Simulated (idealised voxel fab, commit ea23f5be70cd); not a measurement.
The following process module bears the name voxel capacitor over wiring.
Shown is cross-section cut, with a width of 300 nm and square cells of size 5 nm.
Format of a cross-section: grid, square cells. Given as bands. Order: top down. Band: one or more rows of cells.
Basically the band line says how high the top is and how high the bottom is, in nm, and then what's in it from left to right, every material with its width in nm. Empty space shows up as "empty", and if a single material carries "all across" it runs the full band edge to edge.
Note: height 0 marks the level under which the wafer is uniformly one material as received. Lowest band unbounded below, written "0..down".
Graded width ("30 to 40"): value in top row of band = first number; value in bottom row = second number; row-to-row change constant.
Any step labelled "identical to before" changed none of the cells in the cross-section.
The entry titled "Unvented cavities" provides the empty spaces that have no open way to the top, restricted to those of 8 cells or more. Each is presented as width x height at distance, the distance being measured from the left edge, with all three in nm.
Heads up: the bit after the settings on a step's line is the simulator's remark on that step.
"overlay nm" answers the question of how far to the right of plan the mask lay on a step that has a mask, and when it is negative the answer is to the left.
Process steps (planned)
1: RECEIVE, material Si
2: CONFORMAL_DEP, material SiO2, thk nm 10
3: CONFORMAL_DEP, material SiN, thk nm 5
4: DIRECTIONAL_DEP, material SiO2, thk nm 20
5: DIRECTIONAL_DEP, material aC, thk nm 10
6: PATTERN, tone open, mask id METAL_1, material resist, width nm 20, pitch nm 75, thk nm 30, overlay nm 0
7: DIRECTIONAL_ETCH, etch materials aC, depth nm 10
8: STRIP, etch materials resist
9: DIRECTIONAL_ETCH, etch materials SiO2, depth nm 20
10: DIRECTIONAL_ETCH, etch materials SiN, depth nm 5
11: STRIP, etch materials aC
12: CONFORMAL_DEP, material TiN, thk nm 5
13: FILL_DEP, material Cu, thk nm 10
14: CMP, height nm 35
15: CONFORMAL_DEP, material SiCN, thk nm 5
16: DIRECTIONAL_DEP, material lowk, thk nm 10
17: DIRECTIONAL_DEP, material aC, thk nm 10
18: PATTERN, tone open, mask id PLUG_1, material resist, width nm 15, thk nm 30, overlay nm 0
19: DIRECTIONAL_ETCH, etch materials aC, depth nm 10
20: STRIP, etch materials resist
21: DIRECTIONAL_ETCH, etch materials lowk, depth nm 10
22: DIRECTIONAL_ETCH, etch materials SiCN, depth nm 5
23: STRIP, etch materials aC
24: CONFORMAL_DEP, material TiN, thk nm 5
25: FILL_DEP, material W, thk nm 10
26: CMP, height nm 50
27: DIRECTIONAL_DEP, material TiN, thk nm 10
28: DIRECTIONAL_DEP, material Al2O3, thk nm 5
29: DIRECTIONAL_DEP, material TiN, thk nm 10
30: MASKED_ETCH, tone cover, mask id UPPER_PLATE, width nm 60, etch materials TiN, depth nm 10, overlay nm 0
31: MASKED_ETCH, tone cover, mask id UPPER_PLATE, width nm 60, etch materials Al2O3, depth nm 5, overlay nm 0
32: MASKED_ETCH, tone cover, mask id LOWER_PLATE, width nm 70, etch materials TiN, depth nm 10, overlay nm 0
33: FILL_DEP, material SiO2, thk nm 15
34: CMP, height nm 85
35: MASKED_ETCH, tone open, mask id PLUG_2, width nm 15, etch materials SiO2, depth nm 10, overlay nm 0
36: CONFORMAL_DEP, material TiN, thk nm 5
37: FILL_DEP, material Cu, thk nm 10
38: CMP, height nm 85
39: CONFORMAL_DEP, material SiN, thk nm 5
Cross-section of the wafer at receipt, which is the condition after step 1
- 0..down | Si all across
- Unvented cavities: none
End-of-module cross-section of the first of two wafers, processed as planned
- 90..85 | SiN all across
- 85..80 | 115 SiO2  5 TiN  5 Cu  5 TiN  170 SiO2
- 80..75 | 115 SiO2  15 TiN  170 SiO2
- 75..65 | 105 SiO2  60 TiN  135 SiO2
- 65..60 | 105 SiO2  60 Al2O3  135 SiO2
- 60..50 | 100 SiO2  70 TiN  130 SiO2
- 50..40 | 105 lowk  5 TiN  5 W  5 TiN  180 lowk
- 40..35 | 105 SiCN  15 TiN  180 SiCN
- 35..15 | 100 SiO2  5 TiN  10 Cu  5 TiN  55 SiO2  5 TiN  10 Cu  5 TiN  105 SiO2
- 15..10 | 100 SiN  20 TiN  55 SiN  20 TiN  105 SiN
- 10..0 | SiO2 all across
- 0..down | Si all across
- Unvented cavities: none
Presented here is a cross-section of the second of the two wafers as it stood at the end of the module. It was started in the same manner and assigned the same plan as the first wafer; however, one mistake was made in its execution
- 90..85 | SiN all across
- 85..80 | 105 SiO2  60 TiN  135 SiO2
- 80..75 | 105 SiO2  60 Al2O3  135 SiO2
- 75..65 | 100 SiO2  70 TiN  130 SiO2
- 65..55 | W all across
- 55..50 | 110 TiN  5 W  185 TiN
- 50..40 | 105 lowk  5 TiN  5 W  5 TiN  180 lowk
- 40..35 | 105 SiCN  15 TiN  180 SiCN
- 35..15 | 100 SiO2  5 TiN  10 Cu  5 TiN  55 SiO2  5 TiN  10 Cu  5 TiN  105 SiO2
- 15..10 | 100 SiN  20 TiN  55 SiN  20 TiN  105 SiN
- 10..0 | SiO2 all across
- 0..down | Si all across
- Unvented cavities: none
What went wrong in running the wafer? the run left out plan step 26 entirely, so it was never executed
Final wafer comparison in cells, second versus first, more or fewer per material: Cu -1 | SiO2 -162 | TiN +42 | W +121
